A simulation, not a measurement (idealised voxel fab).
Herein follows the process module entitled voxel plated lines.
The width of the displayed cross-section, cut, is 255 nm; its cells are square, with a size of 5 nm.
Reading order for cross-sections: top band down to bottom band. Underlying form: a grid of square cells. Band size: one or more rows of cells.
Top height, bottom height, nm. Materials left to right, width each, nm. Single material + "edge to edge" = fills band edge to edge. "empty" = empty.
Height reference: 0 = level under which incoming wafer is all one material. Lowest band: no bottom, runs on downward, e.g. "0 -> down".
Think of "30..40" as a width that walks from the first number to the second as you go down the band, top row to bottom row, taking equal-sized steps from row to row.
Where the words "changes: none" appear for a step, the cross-section shows no cell changed by that step; every cell remained as before.
This entry, "Enclosed void listing", enumerates those empty regions of no fewer than 8 cells that possess no open connection to the top. Each region is reported in the form width x height at distance, the distance being taken from the left edge, with all three quantities expressed in nm.
It should be noted that, on the line of a given step, the content following the step's settings is a remark produced by the simulator itself with respect to that step.
What "overlay nm" on a step's line means: if the step has a mask, that mask lay this far to the right of its planned place, or, when the value is negative, to the left.

**The following list gives the planned process steps**
1: op RECEIVE | material Si
2: op CONFORMAL_DEP | material Al2O3 | thk nm 10
3: op DIRECTIONAL_DEP | material TiN | thk nm 5
4: op PATTERN | tone open | mask id LINES | material resist | width nm 15 | pitch nm 50 | thk nm 20 | overlay nm 0
5: op EPI | material Ru | thk nm 5
6: op STRIP | etch materials resist
7: op DIRECTIONAL_ETCH | etch materials TiN | depth nm 5
8: op CONFORMAL_DEP | material SiCN | thk nm 5
The wafers in this document start out alike and differ in the width nm applied at step 4; the plan shows the value used for the first wafer.

**The first of several wafers, as received after step 1, seen in section**
    0 -> down = Si edge to edge
    Enclosed void listing: none

**wafer rows; end of module; cells per material since receipt: (+) gained, (-) lost; then closed voids**
width nm 15, +102 Al2O3, +6 Ru, +59 SiCN, +6 TiN, Enclosed void listing: none
width nm 20, +102 Al2O3, +8 Ru, +59 SiCN, +8 TiN, Enclosed void listing: none
width nm 25, +102 Al2O3, +10 Ru, +59 SiCN, +10 TiN, Enclosed void listing: none
width nm 30, +102 Al2O3, +12 Ru, +59 SiCN, +12 TiN, Enclosed void listing: none
width nm 35, +102 Al2O3, +14 Ru, +59 SiCN, +14 TiN, Enclosed void listing: none
